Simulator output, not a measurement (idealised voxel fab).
Documented hereafter: the process module known as voxel local oxidation.
Square cell edge 5 nm, section width 165 nm, ID cut.
Format of a cross-section: grid, square cells. Given as bands. Order: top down. Band: one or more rows of cells. A band entry consists of two parts. The first gives the height of the band's top and the height of its bottom, in nm. The rest lists the band's materials from left to right, each with its width in nm. A single material labelled with the word "everywhere" fills the band from edge to edge, and the word "blank" marks empty space. Counting heights begins at 0, where everything beneath is, in the wafer as received, one material. The lowest band has no bottom; it goes on downwards, as "0 -> down" shows. Width: "30..40" (first number = top row, second number = bottom row, same change from row to row of cells). No cell of the cross-section changed in a step that is given as "no change occurred". For the entry "Closed void register", the listed items are empty spaces with no open way to the top whose size is 8 cells or more; each item follows the pattern width x height at distance, where distance is from the left edge and all three are in nm. It should be noted that, on the line of a given step, the content following the step's settings is a remark produced by the simulator itself with respect to that step. What "overlay nm" on a step's line means: if the step has a mask, that mask lay this far to the right of its planned place, or, when the value is negative, to the left.
Below is the list of planned process steps:
1 RECEIVE [material Si]
2 OXIDIZE [depth nm 5]
3 CONFORMAL_DEP [material SiN] [thk nm 10]
4 PATTERN [tone cover] [mask id ACTIVE] [material resist] [width nm 105] [thk nm 15] [overlay nm 0]
5 DIRECTIONAL_ETCH [etch materials SiN] [depth nm 10]
6 STRIP [etch materials resist]
7 SELECTIVE_ETCH [etch materials SiO2] [depth nm 5]
8 OXIDIZE [depth nm 15]
9 STRIP [etch materials SiN]
On the first of the two wafers: run conducted according to plan:
Cross-section of the wafer upon arrival, representing the state reached after step 1:
- 0 -> down  Si everywhere
- Closed void register: none
Cross-section through the wafer, step 2 finished:
- 0 -> -5  SiO2 everywhere
- Heights below -5 show no change.
Cross-section through the wafer, step 3 finished:
- 10 -> 0  SiN everywhere
- Heights below 0 show no change.
Cross-section through the wafer, step 4 finished:
- 25 -> 10  blank=30, then resist=105, then blank=30
- Heights below 10 show no change.
Cross-section through the wafer, step 5 finished:
- 25 -> 10  blank=30, then resist=105, then blank=30
- 10 -> 0  blank=30, then SiN=105, then blank=30
- Heights below 0 show no change.
Cross-section through the wafer, step 6 finished:
- 10 -> 0  blank=30, then SiN=105, then blank=30
- Heights below 0 show no change.
Cross-section through the wafer, step 7 finished:
- 10 -> 0  blank=30, then SiN=105, then blank=30
- 0 -> -5  blank=35, then SiO2=95, then blank=35
- Heights below -5 show no change.
Cross-section through the wafer, step 8 finished:
- 10 -> 0  blank=30, then SiN=105, then blank=30
- 0 -> -5  blank=35, then SiO2=95, then blank=35
- -5 -> -20  SiO2=50, then Si=65, then SiO2=50
- Heights below -20 show no change.
Cross-section through the wafer, step 9 finished:
- 0 -> -5  blank=35, then SiO2=95, then blank=35
- Heights below -5 show no change.
Second Wafer (Identical Start and Plan, One Processing Error; Matches First Wafer Through Step 8):
Here is the second wafer in cross-section at the point where step 9 of the plan should have been done:
- -5 -> -20  blank=50, then Si=65, then blank=50
- Heights below -20 show no change.
What went wrong in running the wafer? in deviation from the planned setting, step 9 was conducted as STRIP [etch materials SiO2]
End of process, cell counts, second wafer against first, materials with more or fewer: SiO2 -79
